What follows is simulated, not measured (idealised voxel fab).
The name of this process module is voxel transistor to metal.
The cross-section on display is named cut; it measures 195 nm wide, and its cells are 5 nm squares.
Just so we're on the same page, the cross-sections are grids of square cells, and they're listed out in bands top to bottom, each band one or more rows deep.
For a band, the entry starts with two heights in nm, that of the top and then that of the bottom, and carries on with the band's materials in order from left to right, each alongside its width in nm; the word "throughout" beside a single material means it fills the band edge to edge, and "empty" means empty space.
Height reference: 0 = level under which incoming wafer is all one material. Lowest band: no bottom, runs on downward, e.g. "0..down".
The expression "30->40" gives the width at the extremes of the band, the first number at its top row of cells and the second at its bottom row, with the width changing by equal amounts from each row to the next in between.
Key: "no change" - step with no changed cell in the cross-section.
Any empty space of 8 cells or more lacking an open way to the top shows up in "Sealed voids" as width x height at distance, distance from the left edge, in nm.
The remark found on a step's line after its settings is issued by the simulator itself and pertains to that step.
"overlay nm", when on a step's line for a step with a mask, measures how far to the right of its planned place the mask lay; a negative measure means to the left.

These are the steps we planned for the process
1. op RECEIVE | material Si
2. op OXIDIZE | depth nm 5
3. op CONFORMAL_DEP | material SiN | thk nm 15
4. op MASKED_ETCH | tone cover | mask id ACTIVE | width nm 100 | etch materials SiN | depth nm 15 | overlay nm 0
5. op MASKED_ETCH | tone cover | mask id ACTIVE | width nm 100 | etch materials SiO2 | depth nm 5 | overlay nm 0
6. op MASKED_ETCH | tone cover | mask id ACTIVE | width nm 100 | etch materials Si | depth nm 35 | overlay nm 0
7. op OXIDIZE | depth nm 5
8. op FILL_DEP | material SiO2 | thk nm 10
9. op CMP | height nm 15
10. op SELECTIVE_ETCH | etch materials SiO2 | depth nm 5
11. op STRIP | etch materials SiN
12. op SELECTIVE_ETCH | etch materials SiO2 | depth nm 5
13. op OXIDIZE | depth nm 5
14. op DIRECTIONAL_DEP | material polySi | thk nm 20
15. op DIRECTIONAL_DEP | material SiCN | thk nm 15
16. op PATTERN | tone cover | mask id GATE | material resist | width nm 20 | thk nm 20 | overlay nm 0
17. op DIRECTIONAL_ETCH | etch materials SiCN | depth nm 25
18. op DIRECTIONAL_ETCH | etch materials polySi | depth nm 30
19. op STRIP | etch materials resist
20. op CONFORMAL_DEP | material SiO2 | thk nm 5
21. op DIRECTIONAL_ETCH | etch materials SiO2 | depth nm 5
22. op CONFORMAL_DEP | material SiN | thk nm 10
23. op DIRECTIONAL_ETCH | etch materials SiN | depth nm 10
24. op DIRECTIONAL_ETCH | etch materials SiO2 | depth nm 5
25. op EPI | material nSi | thk nm 5
26. op FILL_DEP | material SiO2 | thk nm 5
27. op CMP | height nm 30
28. op DIRECTIONAL_DEP | material SiO2 | thk nm 15
29. op MASKED_ETCH | tone open | mask id CONTACT | width nm 25 | pitch nm 55 | etch materials SiO2 | depth nm 50 | overlay nm 0
30. op CONFORMAL_DEP | material TiN | thk nm 5
31. op FILL_DEP | material W | thk nm 5
32. op CMP | height nm 45
33. op DIRECTIONAL_DEP | material TiN | thk nm 5
34. op DIRECTIONAL_DEP | material Ru | thk nm 15
35. op DIRECTIONAL_DEP | material aC | thk nm 10
36. op PATTERN | tone cover | mask id METAL_1 | material resist | width nm 15 | pitch nm 65 | thk nm 30 | overlay nm 0
37. op DIRECTIONAL_ETCH | etch materials aC | depth nm 10
38. op STRIP | etch materials resist
39. op DIRECTIONAL_ETCH | etch materials Ru | depth nm 15
40. op DIRECTIONAL_ETCH | etch materials TiN | depth nm 5
41. op STRIP | etch materials aC
42. op CONFORMAL_DEP | material SiCN | thk nm 5
43. op FILL_DEP | material lowk | thk nm 5
44. op CMP | height nm 65
45. op CONFORMAL_DEP | material SiN | thk nm 5

Wafer at receipt (post step 1), cross-section
> 0..down | Si throughout
> Sealed voids: none

End-of-module cross-section of the first of two wafers, processed as planned
> 70..65 | SiN throughout
> 65..50 | lowk (50) / SiCN (5) / Ru (15) / SiCN (5) / lowk (40) / SiCN (5) / Ru (15) / SiCN (5) / lowk (55)
> 50..45 | SiCN (55) / TiN (15) / SiCN (50) / TiN (15) / SiCN (60)
> 45..35 | SiO2 (55) / TiN (5) / W (15) / TiN (5) / SiO2 (30) / TiN (5) / W (15) / TiN (5) / SiO2 (60)
> 35..30 | SiO2 (55) / TiN (5) / W (5) / TiN (15) / SiO2 (30) / TiN (15) / W (5) / TiN (5) / SiO2 (60)
> 30..15 | SiO2 (55) / TiN (5) / W (5) / TiN (5) / SiN (10) / SiO2 (5) / SiCN (20) / SiO2 (5) / SiN (10) / TiN (5) / W (5) / TiN (5) / SiO2 (60)
> 15..5 | SiO2 (55) / TiN (5) / W (5) / TiN (5) / SiN (10) / SiO2 (5) / polySi (20) / SiO2 (5) / SiN (10) / TiN (5) / W (5) / TiN (5) / SiO2 (60)
> 5..0 | SiO2 (45) / SiN (10) / TiN (5) / W (5) / TiN (5) / SiN (10) / SiO2 (5) / polySi (20) / SiO2 (5) / SiN (10) / TiN (5) / W (5) / TiN (5) / SiN (10) / SiO2 (50)
> 0..-5 | SiO2 (45) / SiN (10) / TiN (15) / SiN (10) / SiO2 (5) / polySi (20) / SiO2 (5) / SiN (10) / TiN (15) / SiN (10) / SiO2 (50)
> -5..-10 | SiO2 (55) / nSi (15) / SiO2 (50) / nSi (15) / SiO2 (60)
> -10..-45 | SiO2 (50) / Si (90) / SiO2 (55)
> -45..down | Si throughout
> Sealed voids: none

Cross-sectional view: second of two wafers, end of module; start and plan identical to the first, one mistake in running
> 70..65 | SiN throughout
> 65..50 | lowk (50) / SiCN (5) / Ru (15) / SiCN (5) / lowk (40) / SiCN (5) / Ru (15) / SiCN (5) / lowk (55)
> 50..45 | SiCN (55) / TiN (15) / SiCN (50) / TiN (15) / SiCN (60)
> 45..30 | SiO2 (55) / TiN (5) / W (5) / TiN (5) / SiO2 (50) / TiN (5) / W (5) / TiN (5) / SiO2 (60)
> 30..15 | SiO2 (55) / TiN (5) / W (5) / TiN (5) / SiN (10) / SiO2 (5) / SiCN (20) / SiO2 (5) / SiN (10) / TiN (5) / W (5) / TiN (5) / SiO2 (60)
> 15..10 | SiO2 (55) / TiN (15) / SiN (10) / SiO2 (5) / polySi (20) / SiO2 (5) / SiN (10) / TiN (15) / SiO2 (60)
> 10..5 | SiO2 (70) / SiN (10) / SiO2 (5) / polySi (20) / SiO2 (5) / SiN (10) / SiO2 (75)
> 5..-5 | SiO2 (45) / SiN (10) / SiO2 (15) / SiN (10) / SiO2 (5) / polySi (20) / SiO2 (5) / SiN (10) / SiO2 (15) / SiN (10) / SiO2 (50)
> -5..-10 | SiO2 (55) / nSi (15) / SiO2 (50) / nSi (15) / SiO2 (60)
> -10..-45 | SiO2 (50) / Si (90) / SiO2 (55)
> -45..down | Si throughout
> Sealed voids: none
Run error: swap of plan steps 28 and 29 during execution
Looking at both finished wafers in cells, the second ends up ahead of or behind the first on some materials: +30 SiO2 | -16 TiN | -14 W
